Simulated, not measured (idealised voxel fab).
process module | voxel air gaps
cross-section cut | 245 nm wide | cells 5 nm
A cross-section is a grid of square cells, given in bands from the top down. A band is one or more rows of cells.
Each band's line starts with the height of the band's top and of its bottom, in nm. Then come its materials from left to right, each with its width in nm. One material with "throughout" fills the band from edge to edge. "air" is empty space.
Height 0 is the level under which the wafer as received is all one material. The lowest band goes on downwards, as in "0 down".
A width such as "30 to 40" changes by the same amount from each row of cells to the next, from the band's top row to its bottom row.
"no change" after a step means that no cell of the cross-section changed.
closed voids: empty space of 8 cells or more with no open way to the top, each as width x height at its distance from the left edge, in nm
after a step's settings: what the simulator itself notes on the step
overlay nm, on a step with a mask: how far to the right of its planned place the mask lay; to the left if negative
plan
1 op RECEIVE | material Si
2 op CONFORMAL_DEP | material SiO2 | thk nm 10
3 op CONFORMAL_DEP | material SiN | thk nm 5
4 op DIRECTIONAL_DEP | material lowk | thk nm 40
5 op DIRECTIONAL_DEP | material aC | thk nm 10
6 op PATTERN | tone open | mask id LINES | material resist | width nm 25 | pitch nm 50 | thk nm 30 | overlay nm 0
7 op DIRECTIONAL_ETCH | etch materials aC | depth nm 10
8 op STRIP | etch materials resist
9 op DIRECTIONAL_ETCH | etch materials lowk | depth nm 40
10 op STRIP | etch materials aC
11 op CONFORMAL_DEP | material TiN | thk nm 5
12 op FILL_DEP | material Ru | thk nm 5
13 op CMP | height nm 55
14 op EPI | material Ru | thk nm 10
15 op SELECTIVE_ETCH | etch materials lowk | depth nm 50
16 op CONFORMAL_DEP | material SiN | thk nm 5
as received, after step 1
  0 down: Si throughout
  closed voids: none
first wafer at the end, as planned
  70 to 65: air 45 | SiN 155 | air 45
  65 to 55: air 45 | SiN 5 | Ru 45 | SiN 5 | Ru 45 | SiN 5 | Ru 45 | SiN 5 | air 45
  55 to 50: air 45 | SiN 15 | TiN 5 | Ru 15 | TiN 5 | SiN 25 | TiN 5 | Ru 15 | TiN 5 | SiN 25 | TiN 5 | Ru 15 | TiN 5 | SiN 15 | air 45
  50 to 20: air 55 | SiN 5 | TiN 5 | Ru 15 | TiN 5 | SiN 5 | air 15 | SiN 5 | TiN 5 | Ru 15 | TiN 5 | SiN 5 | air 15 | SiN 5 | TiN 5 | Ru 15 | TiN 5 | SiN 5 | air 55
  20 to 15: SiN 60 | TiN 25 | SiN 25 | TiN 25 | SiN 25 | TiN 25 | SiN 60
  15 to 10: SiN throughout
  10 to 0: SiO2 throughout
  0 down: Si throughout
  closed voids: 15 x 30 at 90; 15 x 30 at 140
second wafer at the end: like start, like plan, one mistake
  70 to 65: air 40 | SiN 155 | air 50
  65 to 55: air 40 | SiN 5 | Ru 45 | SiN 5 | Ru 45 | SiN 5 | Ru 45 | SiN 5 | air 50
  55 to 50: air 40 | SiN 15 | TiN 5 | Ru 15 | TiN 5 | SiN 25 | TiN 5 | Ru 15 | TiN 5 | SiN 25 | TiN 5 | Ru 15 | TiN 5 | SiN 15 | air 50
  50 to 20: air 50 | SiN 5 | TiN 5 | Ru 15 | TiN 5 | SiN 5 | air 15 | SiN 5 | TiN 5 | Ru 15 | TiN 5 | SiN 5 | air 15 | SiN 5 | TiN 5 | Ru 15 | TiN 5 | SiN 5 | air 60
  20 to 15: SiN 55 | TiN 25 | SiN 25 | TiN 25 | SiN 25 | TiN 25 | SiN 65
  15 to 10: SiN throughout
  10 to 0: SiO2 throughout
  0 down: Si throughout
  closed voids: 15 x 30 at 85; 15 x 30 at 135
what went wrong: step 6 ran as: op PATTERN | tone open | mask id LINES | material resist | width nm 25 | pitch nm 50 | thk nm 30 | overlay nm -5
at the end the second wafer has, in cells: as many of each material as the first, in other places
